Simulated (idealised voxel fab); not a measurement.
process module | voxel gate over fins
cross-section cut | 300 nm wide | cells 5 nm
A cross-section is a grid of square cells, given in bands from the top down. A band is one or more rows of cells.
Each band's line starts with the height of the band's top and of its bottom, in nm. Then come its materials from left to right, each with its width in nm. One material with "throughout" fills the band from edge to edge. "air" is empty space.
Height 0 is the level under which the wafer as received is all one material. The lowest band goes on downwards, as in "0 down".
A width such as "30 to 40" changes by the same amount from each row of cells to the next, from the band's top row to its bottom row.
"no change" after a step means that no cell of the cross-section changed.
closed voids: empty space of 8 cells or more with no open way to the top, each as width x height at its distance from the left edge, in nm
after a step's settings: what the simulator itself notes on the step
overlay nm, on a step with a mask: how far to the right of its planned place the mask lay; to the left if negative
plan
1 op RECEIVE | material Si
2 op CONFORMAL_DEP | material SiN | thk nm 5
3 op DIRECTIONAL_DEP | material aC | thk nm 10
4 op PATTERN | tone cover | mask id FINS | material resist | width nm 15 | pitch nm 50 | thk nm 25 | overlay nm 0
5 op DIRECTIONAL_ETCH | etch materials aC | depth nm 10
6 op STRIP | etch materials resist
7 op DIRECTIONAL_ETCH | etch materials SiN | depth nm 5
8 op DIRECTIONAL_ETCH | etch materials Si | depth nm 40
9 op STRIP | etch materials aC
10 op OXIDIZE | depth nm 5
11 op FILL_DEP | material SiO2 | thk nm 15
12 op CMP | height nm 5
13 op PATTERN | tone open | mask id RAIL | material resist | width nm 15 | thk nm 20 | overlay nm 0
14 op DIRECTIONAL_ETCH | etch materials SiO2 | depth nm 40
15 op STRIP | etch materials resist
16 op CONFORMAL_DEP | material TiN | thk nm 5
17 op FILL_DEP | material W | thk nm 5
18 op CMP | height nm 5
19 op SELECTIVE_ETCH | etch materials W Ru TiN | depth nm 30
20 op FILL_DEP | material SiO2 | thk nm 5
21 op CMP | height nm 5
22 op SELECTIVE_ETCH | etch materials SiO2 | depth nm 20
23 op STRIP | etch materials SiN
24 op CONFORMAL_DEP | material HfO2 | thk nm 5
25 op CONFORMAL_DEP | material TiN | thk nm 5
26 op CONFORMAL_DEP | material TiAl | thk nm 5
27 op CONFORMAL_DEP | material TiN | thk nm 5
28 op FILL_DEP | material W | thk nm 10
29 op CMP | height nm 25
30 op CONFORMAL_DEP | material SiCN | thk nm 5
as received, after step 1
  0 down: Si throughout
  closed voids: none
first wafer at the end, as planned
  30 to 25: SiCN throughout
  25 to 20: W throughout
  20 to 15: W 75 | TiN 45 | W 5 | TiN 45 | W 5 | TiN 45 | W 80
  15 to 10: W 75 | TiN 5 | TiAl 35 | TiN 5 | W 5 | TiN 5 | TiAl 35 | TiN 5 | W 5 | TiN 5 | TiAl 35 | TiN 5 | W 80
  10 to 5: W 75 | TiN 5 | TiAl 5 | TiN 25 | TiAl 5 | TiN 5 | W 5 | TiN 5 | TiAl 5 | TiN 25 | TiAl 5 | TiN 5 | W 5 | TiN 5 | TiAl 5 | TiN 25 | TiAl 5 | TiN 5 | W 80
  5 to 0: TiN 80 | TiAl 5 | TiN 5 | HfO2 15 | TiN 5 | TiAl 5 | TiN 15 | TiAl 5 | TiN 5 | HfO2 15 | TiN 5 | TiAl 5 | TiN 15 | TiAl 5 | TiN 5 | HfO2 15 | TiN 5 | TiAl 5 | TiN 85
  0 to -5: TiAl 85 | TiN 5 | HfO2 5 | Si 5 | HfO2 5 | TiN 5 | TiAl 25 | TiN 5 | HfO2 5 | Si 5 | HfO2 5 | TiN 5 | TiAl 25 | TiN 5 | HfO2 5 | Si 5 | HfO2 5 | TiN 5 | TiAl 90
  -5 to -10: TiN 90 | HfO2 5 | Si 5 | HfO2 5 | TiN 35 | HfO2 5 | Si 5 | HfO2 5 | TiN 35 | HfO2 5 | Si 5 | HfO2 5 | TiN 95
  -10 to -15: HfO2 95 | Si 5 | HfO2 45 | Si 5 | HfO2 45 | Si 5 | HfO2 100
  -15 to -25: SiO2 95 | Si 5 | SiO2 45 | Si 5 | SiO2 45 | Si 5 | SiO2 100
  -25 to -30: SiO2 95 | Si 5 | SiO2 15 | TiN 5 | W 5 | TiN 5 | SiO2 15 | Si 5 | SiO2 45 | Si 5 | SiO2 100
  -30 to -35: SiO2 95 | Si 5 | SiO2 15 | TiN 15 | SiO2 15 | Si 5 | SiO2 45 | Si 5 | SiO2 100
  -35 to -45: SiO2 95 | Si 5 | SiO2 45 | Si 5 | SiO2 45 | Si 5 | SiO2 100
  -45 down: Si throughout
  closed voids: none
second wafer at the end: like start, like plan, one mistake
  30 to 25: SiCN throughout
  25 to 20: W throughout
  20 to 15: W 75 | TiN 45 | W 5 | TiN 45 | W 5 | TiN 45 | W 80
  15 to 10: W 75 | TiN 5 | TiAl 35 | TiN 5 | W 5 | TiN 5 | TiAl 35 | TiN 5 | W 5 | TiN 5 | TiAl 35 | TiN 5 | W 80
  10 to 5: W 75 | TiN 5 | TiAl 5 | TiN 25 | TiAl 5 | TiN 5 | W 5 | TiN 5 | TiAl 5 | TiN 25 | TiAl 5 | TiN 5 | W 5 | TiN 5 | TiAl 5 | TiN 25 | TiAl 5 | TiN 5 | W 80
  5 to 0: TiN 80 | TiAl 5 | TiN 5 | HfO2 15 | TiN 5 | TiAl 5 | TiN 15 | TiAl 5 | TiN 5 | HfO2 15 | TiN 5 | TiAl 5 | TiN 15 | TiAl 5 | TiN 5 | HfO2 15 | TiN 5 | TiAl 5 | TiN 85
  0 to -5: TiAl 85 | TiN 5 | HfO2 5 | Si 5 | HfO2 5 | TiN 5 | TiAl 25 | TiN 5 | HfO2 5 | Si 5 | HfO2 5 | TiN 5 | TiAl 25 | TiN 5 | HfO2 5 | Si 5 | HfO2 5 | TiN 5 | TiAl 90
  -5 to -10: TiN 90 | HfO2 5 | Si 5 | HfO2 5 | TiN 35 | HfO2 5 | Si 5 | HfO2 5 | TiN 35 | HfO2 5 | Si 5 | HfO2 5 | TiN 95
  -10 to -15: HfO2 95 | Si 5 | HfO2 45 | Si 5 | HfO2 45 | Si 5 | HfO2 100
  -15 to -25: SiO2 95 | Si 5 | SiO2 45 | Si 5 | SiO2 45 | Si 5 | SiO2 100
  -25 to -30: SiO2 95 | Si 5 | SiO2 15 | TiN 5 | W 5 | TiN 5 | SiO2 15 | Si 5 | SiO2 45 | Si 5 | SiO2 100
  -30 to -35: SiO2 95 | Si 5 | SiO2 15 | TiN 15 | SiO2 15 | Si 5 | SiO2 45 | Si 5 | SiO2 100
  -35 to -85: SiO2 95 | Si 5 | SiO2 45 | Si 5 | SiO2 45 | Si 5 | SiO2 100
  -85 down: Si throughout
  closed voids: none
what went wrong: step 8 was run twice
at the end the second wafer has, in cells: 456 fewer of Si | 456 more of SiO2
